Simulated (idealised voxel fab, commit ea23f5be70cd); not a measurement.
This section sets out a process module, namely voxel transistor to metal.
Square cells of 5 nm make up the cross-section cut, whose width is 195 nm.
If you're reading a cross-section in this doc, picture square cells in a grid; it comes to you as bands, top ones listed first down to the bottom, and a band can be one or more rows of cells. Top height, bottom height, nm. Materials left to right, width each, nm. Single material + "throughout" = fills band edge to edge. "blank" = empty. Heights are expressed relative to 0, this being the level below which the as-received wafer comprises one material exclusively. The lowest band is unbounded in the downward direction and is denoted as in "0..down". The two numbers in a width such as "30->40" mark its ends across the band: the first belongs to the top row of cells, the second to the bottom row, and from each row to the next the width moves by the same amount. The designation "nothing altered", where it is given for a processing step, indicates that no cell of the cross-section was altered in the course of that step. Basically, "closed voids" tells you about the enclosed voids: empty spaces with no open way to the top, 8 cells or bigger, each written width x height at distance, where distance is from the left edge, all in nm. If you see something after the settings on a step's line, that's the simulator's own remark about that step. If you see "overlay nm" on a step's line and that step has a mask, it's telling you how far right of where it was planned the mask ended up; a negative number means it went left instead.

Intended process steps:
1) RECEIVE with material Si
2) CONFORMAL_DEP with material SiO2, thk nm 5
3) CONFORMAL_DEP with material SiN, thk nm 10
4) PATTERN with tone cover, mask id ACTIVE, material resist, width nm 110, thk nm 20, overlay nm 0
5) DIRECTIONAL_ETCH with etch materials SiN, depth nm 10
6) DIRECTIONAL_ETCH with etch materials SiO2, depth nm 5
7) DIRECTIONAL_ETCH with etch materials Si, depth nm 20
8) STRIP with etch materials resist
9) FILL_DEP with material SiO2, thk nm 5
10) CMP with height nm 15
11) SELECTIVE_ETCH with etch materials SiO2, depth nm 5
12) STRIP with etch materials SiN
13) SELECTIVE_ETCH with etch materials SiO2, depth nm 5
14) OXIDIZE with depth nm 5
15) DIRECTIONAL_DEP with material polySi, thk nm 20
16) DIRECTIONAL_DEP with material SiCN, thk nm 15
17) MASKED_ETCH with tone cover, mask id GATE, width nm 30, etch materials SiCN, depth nm 25, overlay nm 0
18) MASKED_ETCH with tone cover, mask id GATE, width nm 30, etch materials polySi, depth nm 30, overlay nm 0
19) CONFORMAL_DEP with material SiN, thk nm 5
20) DIRECTIONAL_ETCH with etch materials SiN, depth nm 5
21) DIRECTIONAL_ETCH with etch materials SiO2, depth nm 5
22) EPI with material nSi, thk nm 5
23) FILL_DEP with material SiO2, thk nm 10
24) CMP with height nm 20
25) STRIP with etch materials polySi
26) SELECTIVE_ETCH with etch materials SiO2, depth nm 5
27) CONFORMAL_DEP with material HfO2, thk nm 5
28) CONFORMAL_DEP with material TiN, thk nm 5
29) FILL_DEP with material W, thk nm 5
30) CMP with height nm 15
31) DIRECTIONAL_DEP with material SiO2, thk nm 15
32) DIRECTIONAL_DEP with material aC, thk nm 15
33) PATTERN with tone open, mask id CONTACT, material resist, width nm 15, pitch nm 75, thk nm 35, overlay nm 0
34) DIRECTIONAL_ETCH with etch materials aC, depth nm 5
35) STRIP with etch materials resist
36) DIRECTIONAL_ETCH with etch materials SiO2, depth nm 30
37) STRIP with etch materials aC
38) CONFORMAL_DEP with material TiN, thk nm 5
39) FILL_DEP with material Ru, thk nm 10
40) CMP with height nm 30
41) DIRECTIONAL_DEP with material TiN, thk nm 5
42) DIRECTIONAL_DEP with material Ru, thk nm 20
43) MASKED_ETCH with tone cover, mask id METAL_1, width nm 15, pitch nm 75, etch materials Ru, depth nm 20, overlay nm 0
44) MASKED_ETCH with tone cover, mask id METAL_1, width nm 15, pitch nm 75, etch materials TiN, depth nm 5, overlay nm 0
45) FILL_DEP with material lowk, thk nm 5
46) CMP with height nm 55
47) CONFORMAL_DEP with material SiCN, thk nm 5
48) DIRECTIONAL_DEP with material lowk, thk nm 35
49) DIRECTIONAL_DEP with material aC, thk nm 15
50) PATTERN with tone open, mask id METAL_2, material resist, width nm 15, pitch nm 75, thk nm 35, overlay nm 0
51) DIRECTIONAL_ETCH with etch materials aC, depth nm 15
52) STRIP with etch materials resist
53) DIRECTIONAL_ETCH with etch materials lowk, depth nm 20
54) STRIP with etch materials aC
55) DIRECTIONAL_DEP with material aC, thk nm 15
56) PATTERN with tone open, mask id METAL_2_HOLES, material resist, width nm 15, pitch nm 75, thk nm 35, overlay nm 0
57) DIRECTIONAL_ETCH with etch materials aC, depth nm 15
58) STRIP with etch materials resist
59) DIRECTIONAL_ETCH with etch materials lowk, depth nm 15
60) DIRECTIONAL_ETCH with etch materials SiCN, depth nm 5
61) STRIP with etch materials aC
62) CONFORMAL_DEP with material TiN, thk nm 5
63) FILL_DEP with material Ru, thk nm 5
64) CMP with height nm 95
65) CONFORMAL_DEP with material SiN, thk nm 5
The wafers in this document start out alike and differ in the depth nm applied at step 34; the plan shows the value used for the first wafer.

Sectional view: first of several wafers, as received, after step 1:
0..down  Si throughout
closed voids: none

End-of-module cross-section, first of several wafers, after last step 65:
100..95  SiN throughout
95..60  lowk=50 | TiN=5 | Ru=5 | TiN=5 | lowk=60 | TiN=5 | Ru=5 | TiN=5 | lowk=55
60..55  SiCN=50 | TiN=15 | SiCN=60 | TiN=15 | SiCN=55
55..35  lowk=50 | Ru=15 | lowk=60 | Ru=15 | lowk=55
35..30  lowk=50 | TiN=15 | lowk=60 | TiN=15 | lowk=55
30..15  SiO2 throughout
15..5  SiO2=75 | SiN=5 | HfO2=5 | TiN=5 | W=10 | TiN=5 | HfO2=5 | SiN=5 | SiO2=80
5..0  SiO2=35 | SiN=5 | SiO2=35 | SiN=5 | HfO2=5 | TiN=20 | HfO2=5 | SiN=5 | SiO2=35 | SiN=5 | SiO2=40
0..-5  SiO2=40 | nSi=35 | HfO2=40 | nSi=35 | SiO2=45
-5..-20  SiO2=40 | Si=110 | SiO2=45
-20..down  Si throughout
closed voids: none

Cross-sectional depiction of the last of several wafers upon completion of the module:
100..95  SiN throughout
95..60  lowk=50 | TiN=5 | Ru=5 | TiN=5 | lowk=60 | TiN=5 | Ru=5 | TiN=5 | lowk=55
60..55  SiCN=50 | TiN=15 | SiCN=60 | TiN=15 | SiCN=55
55..35  lowk=50 | Ru=15 | lowk=60 | Ru=15 | lowk=55
35..30  lowk=50 | TiN=15 | lowk=60 | TiN=15 | lowk=55
30..15  SiO2=50 | TiN=5 | Ru=5 | TiN=5 | SiO2=60 | TiN=5 | Ru=5 | TiN=5 | SiO2=55
15..5  SiO2=50 | TiN=5 | Ru=5 | TiN=5 | SiO2=10 | SiN=5 | HfO2=5 | TiN=5 | W=10 | TiN=5 | HfO2=5 | SiN=5 | SiO2=10 | TiN=5 | Ru=5 | TiN=5 | SiO2=55
5..0  SiO2=35 | SiN=5 | SiO2=10 | TiN=15 | SiO2=10 | SiN=5 | HfO2=5 | TiN=20 | HfO2=5 | SiN=5 | SiO2=10 | TiN=15 | SiO2=10 | SiN=5 | SiO2=40
0..-5  SiO2=40 | nSi=35 | HfO2=40 | nSi=35 | SiO2=45
-5..-20  SiO2=40 | Si=110 | SiO2=45
-20..down  Si throughout
closed voids: none

Take any row and you have a wafer at the end of the module: how many cells of each material it has gained (+) or lost (-) since it was received, and then its closed voids:
depth nm 5; +14 HfO2; +38 Ru; -90 Si; +33 SiCN; +47 SiN; +276 SiO2; +48 TiN; +4 W; +396 lowk; +14 nSi; closed voids: none
depth nm 10; +14 HfO2; +38 Ru; -90 Si; +33 SiCN; +47 SiN; +276 SiO2; +48 TiN; +4 W; +396 lowk; +14 nSi; closed voids: none
depth nm 15; +14 HfO2; +48 Ru; -90 Si; +33 SiCN; +47 SiN; +240 SiO2; +74 TiN; +4 W; +396 lowk; +14 nSi; closed voids: none
depth nm 20; +14 HfO2; +48 Ru; -90 Si; +33 SiCN; +47 SiN; +240 SiO2; +74 TiN; +4 W; +396 lowk; +14 nSi; closed voids: none
depth nm 25; +14 HfO2; +48 Ru; -90 Si; +33 SiCN; +47 SiN; +240 SiO2; +74 TiN; +4 W; +396 lowk; +14 nSi; closed voids: none
depth nm 30; +14 HfO2; +48 Ru; -90 Si; +33 SiCN; +47 SiN; +240 SiO2; +74 TiN; +4 W; +396 lowk; +14 nSi; closed voids: none
